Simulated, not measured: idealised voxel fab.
Documented hereafter: the process module known as voxel capacitor over wiring.
Square cells of 5 nm make up the cross-section cut, whose width is 235 nm.
For the purposes of this document, a cross-section shall be understood as a grid of square cells, specified as bands listed in top-to-bottom order, each band consisting of one or more rows of cells. First you get the band's top height and its bottom height, in nm, and then the materials it's made of, left to right, with each width in nm. If you see a single material with "full width", that one covers the band edge to edge. "blank" is empty space. Height 0 is the level under which the wafer as received is all one material. The lowest band goes on downwards, as in "0 down". So if you see something like "30->40" for the width, read it as the top row of the band sitting at the first number and the bottom row at the second, with every row in between moving by the same amount as the last. "no modification" means the step left every cell of the cross-section as it was. "Completely enclosed voids" - sealed voids, min. 8 cells, no opening to top; format: width x height at distance (distance from left edge; nm throughout). Step line, after settings: the simulator's comment on this step. overlay nm: mask right of planned place by this much (step with mask). Neg. = left.

[Process steps foreseen in the plan]
| 1 | RECEIVE (material Si) |
| 2 | CONFORMAL_DEP (material SiO2; thk nm 15) |
| 3 | CONFORMAL_DEP (material SiCN; thk nm 5) |
| 4 | DIRECTIONAL_DEP (material SiO2; thk nm 25) |
| 5 | MASKED_ETCH (tone open; mask id METAL_1; width nm 30; pitch nm 85; etch materials SiO2; depth nm 25; overlay nm 0) |
| 6 | MASKED_ETCH (tone open; mask id METAL_1; width nm 30; pitch nm 85; etch materials SiCN; depth nm 5; overlay nm 0) |
| 7 | CONFORMAL_DEP (material TiN; thk nm 5) |
| 8 | FILL_DEP (material Cu; thk nm 5) |
| 9 | CMP (height nm 45) |
| 10 | CONFORMAL_DEP (material SiCN; thk nm 5) |
| 11 | DIRECTIONAL_DEP (material SiO2; thk nm 20) |
| 12 | DIRECTIONAL_DEP (material aC; thk nm 15) |
| 13 | PATTERN (tone open; mask id PLUG_1; material resist; width nm 15; thk nm 30; overlay nm 0) |
| 14 | DIRECTIONAL_ETCH (etch materials aC; depth nm 15) |
| 15 | STRIP (etch materials resist) |
| 16 | DIRECTIONAL_ETCH (etch materials SiO2; depth nm 20) |
| 17 | DIRECTIONAL_ETCH (etch materials SiCN; depth nm 5) |
| 18 | STRIP (etch materials aC) |
| 19 | CONFORMAL_DEP (material TiN; thk nm 5) |
| 20 | FILL_DEP (material Cu; thk nm 10) |
| 21 | CMP (height nm 70) |
| 22 | DIRECTIONAL_DEP (material TiN; thk nm 10) |
| 23 | DIRECTIONAL_DEP (material HfO2; thk nm 5) |
| 24 | DIRECTIONAL_DEP (material TiN; thk nm 10) |
| 25 | PATTERN (tone cover; mask id UPPER_PLATE; material resist; width nm 60; thk nm 15; overlay nm 0) |
| 26 | DIRECTIONAL_ETCH (etch materials TiN; depth nm 10) |
| 27 | DIRECTIONAL_ETCH (etch materials HfO2; depth nm 5) |
| 28 | STRIP (etch materials resist) |
| 29 | MASKED_ETCH (tone cover; mask id LOWER_PLATE; width nm 70; etch materials TiN; depth nm 10; overlay nm 0) |
| 30 | FILL_DEP (material SiO2; thk nm 15) |
| 31 | CMP (height nm 105) |
| 32 | DIRECTIONAL_DEP (material aC; thk nm 15) |
| 33 | PATTERN (tone open; mask id PLUG_2; material resist; width nm 15; thk nm 30; overlay nm 0) |
| 34 | DIRECTIONAL_ETCH (etch materials aC; depth nm 15) |
| 35 | STRIP (etch materials resist) |
| 36 | DIRECTIONAL_ETCH (etch materials SiO2; depth nm 10) |
| 37 | STRIP (etch materials aC) |
| 38 | CONFORMAL_DEP (material TiN; thk nm 5) |
| 39 | FILL_DEP (material Ru; thk nm 10) |
| 40 | CMP (height nm 105) |
| 41 | CONFORMAL_DEP (material SiN; thk nm 5) |

[The first wafer of two, processed as planned]

[As-received state of the wafer in cross-section, equivalent to post-step 1]
> 0 down: Si full width
> Completely enclosed voids: none

[How the wafer stands in section after step 2]
> 15 to 0: SiO2 full width
> Below 0, no change.

[How the wafer stands in section after step 3]
> 20 to 15: SiCN full width
> Below 15, no change.

[How the wafer stands in section after step 4]
> 45 to 20: SiO2 full width
> Below 20, no change.

[How the wafer stands in section after step 5]
> 45 to 20: SiO2 60; blank 30; SiO2 55; blank 30; SiO2 60
> Below 20, no change.

[How the wafer stands in section after step 6]
> 45 to 20: SiO2 60; blank 30; SiO2 55; blank 30; SiO2 60
> 20 to 15: SiCN 60; blank 30; SiCN 55; blank 30; SiCN 60
> Below 15, no change.

[How the wafer stands in section after step 7]
> 50 to 45: TiN 65; blank 20; TiN 65; blank 20; TiN 65
> 45 to 20: SiO2 60; TiN 5; blank 20; TiN 5; SiO2 55; TiN 5; blank 20; TiN 5; SiO2 60
> 20 to 15: SiCN 60; TiN 30; SiCN 55; TiN 30; SiCN 60
> Below 15, no change.

[How the wafer stands in section after step 8]
> 55 to 50: Cu full width
> 50 to 45: TiN 65; Cu 20; TiN 65; Cu 20; TiN 65
> 45 to 20: SiO2 60; TiN 5; Cu 20; TiN 5; SiO2 55; TiN 5; Cu 20; TiN 5; SiO2 60
> Below 20, no change.

[How the wafer stands in section after step 9]
> 45 to 20: SiO2 60; TiN 5; Cu 20; TiN 5; SiO2 55; TiN 5; Cu 20; TiN 5; SiO2 60
> Below 20, no change.

[How the wafer stands in section after step 10]
> 50 to 45: SiCN full width
> Below 45, no change.

[How the wafer stands in section after step 11]
> 70 to 50: SiO2 full width
> Below 50, no change.

[How the wafer stands in section after step 12]
> 85 to 70: aC full width
> Below 70, no change.

[How the wafer stands in section after step 13]
> 115 to 85: resist 75; blank 15; resist 145
> Below 85, no change.

[How the wafer stands in section after step 14]
> 100 to 85: resist 75; blank 15; resist 145
> 85 to 70: aC 75; blank 15; aC 145
> Below 70, no change.

[How the wafer stands in section after step 15]
> 85 to 70: aC 75; blank 15; aC 145
> Below 70, no change.

[How the wafer stands in section after step 16]
> 85 to 70: aC 75; blank 15; aC 145
> 70 to 50: SiO2 75; blank 15; SiO2 145
> Below 50, no change.

[How the wafer stands in section after step 17]
> 85 to 70: aC 75; blank 15; aC 145
> 70 to 50: SiO2 75; blank 15; SiO2 145
> 50 to 45: SiCN 75; blank 15; SiCN 145
> Below 45, no change.

[How the wafer stands in section after step 18]
> 70 to 50: SiO2 75; blank 15; SiO2 145
> Below 50, no change.

[How the wafer stands in section after step 19]
> 75 to 70: TiN 80; blank 5; TiN 150
> 70 to 50: SiO2 75; TiN 5; blank 5; TiN 5; SiO2 145
> 50 to 45: SiCN 75; TiN 15; SiCN 145
> Below 45, no change.

[How the wafer stands in section after step 20]
> 85 to 75: Cu full width
> 75 to 70: TiN 80; Cu 5; TiN 150
> 70 to 50: SiO2 75; TiN 5; Cu 5; TiN 5; SiO2 145
> Below 50, no change.

[How the wafer stands in section after step 21]
> 70 to 50: SiO2 75; TiN 5; Cu 5; TiN 5; SiO2 145
> Below 50, no change.

[How the wafer stands in section after step 22]
> 80 to 70: TiN full width
> Below 70, no change.

[How the wafer stands in section after step 23]
> 85 to 80: HfO2 full width
> Below 80, no change.

[How the wafer stands in section after step 24]
> 95 to 85: TiN full width
> Below 85, no change.

[How the wafer stands in section after step 25]
> 110 to 95: blank 75; resist 60; blank 100
> Below 95, no change.

[How the wafer stands in section after step 26]
> 110 to 95: blank 75; resist 60; blank 100
> 95 to 85: blank 75; TiN 60; blank 100
> Below 85, no change.

[How the wafer stands in section after step 27]
> 110 to 95: blank 75; resist 60; blank 100
> 95 to 85: blank 75; TiN 60; blank 100
> 85 to 80: blank 75; HfO2 60; blank 100
> Below 80, no change.

[How the wafer stands in section after step 28]
> 95 to 85: blank 75; TiN 60; blank 100
> Below 85, no change.

[How the wafer stands in section after step 29]
> 95 to 85: blank 75; TiN 60; blank 100
> 85 to 80: blank 75; HfO2 60; blank 100
> 80 to 70: blank 70; TiN 70; blank 95
> Below 70, no change.

[How the wafer stands in section after step 30]
> 110 to 95: SiO2 full width
> 95 to 85: SiO2 75; TiN 60; SiO2 100
> 85 to 80: SiO2 75; HfO2 60; SiO2 100
> 80 to 70: SiO2 70; TiN 70; SiO2 95
> Below 70, no change.

[How the wafer stands in section after step 31]
> 105 to 95: SiO2 full width
> Below 95, no change.

[How the wafer stands in section after step 32]
> 120 to 105: aC full width
> Below 105, no change.

[How the wafer stands in section after step 33]
> 150 to 120: resist 85; blank 15; resist 135
> Below 120, no change.

[How the wafer stands in section after step 34]
> 135 to 120: resist 85; blank 15; resist 135
> 120 to 105: aC 85; blank 15; aC 135
> Below 105, no change.

[How the wafer stands in section after step 35]
> 120 to 105: aC 85; blank 15; aC 135
> Below 105, no change.

[How the wafer stands in section after step 36]
> 120 to 105: aC 85; blank 15; aC 135
> 105 to 95: SiO2 85; blank 15; SiO2 135
> Below 95, no change.

[How the wafer stands in section after step 37]
> 105 to 95: SiO2 85; blank 15; SiO2 135
> Below 95, no change.

[How the wafer stands in section after step 38]
> 110 to 105: TiN 90; blank 5; TiN 140
> 105 to 100: SiO2 85; TiN 5; blank 5; TiN 5; SiO2 135
> 100 to 95: SiO2 85; TiN 15; SiO2 135
> Below 95, no change.

[How the wafer stands in section after step 39]
> 120 to 110: Ru full width
> 110 to 105: TiN 90; Ru 5; TiN 140
> 105 to 100: SiO2 85; TiN 5; Ru 5; TiN 5; SiO2 135
> Below 100, no change.

[How the wafer stands in section after step 40]
> 105 to 100: SiO2 85; TiN 5; Ru 5; TiN 5; SiO2 135
> Below 100, no change.

[How the wafer stands in section after step 41]
> 110 to 105: SiN full width
> Below 105, no change.

[Companion wafer, the second of two: same beginning, same intended sequence, one mistake in carrying it out; through step 24 inclusive it tracks the first exactly]

[Second wafer cross-section, taken as of the time the plan sets for step 25 to be done]
> 110 to 95: blank 80; resist 60; blank 95
> Below 95, no change.

[Second wafer cross-section, taken as of the time the plan sets for step 26 to be done]
> 110 to 95: blank 80; resist 60; blank 95
> 95 to 85: blank 80; TiN 60; blank 95
> Below 85, no change.

[Second wafer cross-section, taken as of the time the plan sets for step 27 to be done]
> 110 to 95: blank 80; resist 60; blank 95
> 95 to 85: blank 80; TiN 60; blank 95
> 85 to 80: blank 80; HfO2 60; blank 95
> Below 80, no change.

[Second wafer cross-section, taken as of the time the plan sets for step 28 to be done]
> 95 to 85: blank 80; TiN 60; blank 95
> Below 85, no change.

[Second wafer cross-section, taken as of the time the plan sets for step 29 to be done]
> 95 to 85: blank 80; TiN 60; blank 95
> 85 to 80: blank 80; HfO2 60; blank 95
> 80 to 70: blank 70; TiN 70; blank 95
> Below 70, no change.

[Second wafer cross-section, taken as of the time the plan sets for step 30 to be done]
> 110 to 95: SiO2 full width
> 95 to 85: SiO2 80; TiN 60; SiO2 95
> 85 to 80: SiO2 80; HfO2 60; SiO2 95
> 80 to 70: SiO2 70; TiN 70; SiO2 95
> Below 70, no change.

[Second wafer cross-section, taken as of the time the plan sets for step 31 to be done]
> 105 to 95: SiO2 full width
> Below 95, no change.

[Second wafer cross-section, taken as of the time the plan sets for step 32 to be done]
> 120 to 105: aC full width
> Below 105, no change.

[Second wafer cross-section, taken as of the time the plan sets for step 33 to be done]
> 150 to 120: resist 85; blank 15; resist 135
> Below 120, no change.

[Second wafer cross-section, taken as of the time the plan sets for step 34 to be done]
> 135 to 120: resist 85; blank 15; resist 135
> 120 to 105: aC 85; blank 15; aC 135
> Below 105, no change.

[Second wafer cross-section, taken as of the time the plan sets for step 35 to be done]
> 120 to 105: aC 85; blank 15; aC 135
> Below 105, no change.

[Second wafer cross-section, taken as of the time the plan sets for step 36 to be done]
> 120 to 105: aC 85; blank 15; aC 135
> 105 to 95: SiO2 85; blank 15; SiO2 135
> Below 95, no change.

[Second wafer cross-section, taken as of the time the plan sets for step 37 to be done]
> 105 to 95: SiO2 85; blank 15; SiO2 135
> Below 95, no change.

[Second wafer cross-section, taken as of the time the plan sets for step 38 to be done]
> 110 to 105: TiN 90; blank 5; TiN 140
> 105 to 100: SiO2 85; TiN 5; blank 5; TiN 5; SiO2 135
> 100 to 95: SiO2 85; TiN 15; SiO2 135
> Below 95, no change.

[Second wafer cross-section, taken as of the time the plan sets for step 39 to be done]
> 120 to 110: Ru full width
> 110 to 105: TiN 90; Ru 5; TiN 140
> 105 to 100: SiO2 85; TiN 5; Ru 5; TiN 5; SiO2 135
> Below 100, no change.

[Second wafer cross-section, taken as of the time the plan sets for step 40 to be done]
> 105 to 100: SiO2 85; TiN 5; Ru 5; TiN 5; SiO2 135
> Below 100, no change.

[Second wafer cross-section, taken as of the time the plan sets for step 41 to be done]
> 110 to 105: SiN full width
> Below 105, no change.
Against the plan, the run slipped here: step 25 off recipe, ran as PATTERN (tone cover; mask id UPPER_PLATE; material resist; width nm 60; thk nm 15; overlay nm 5)
Matching per-material cell counts, mismatched positions: that is how the second wafer compares with the first at the end.
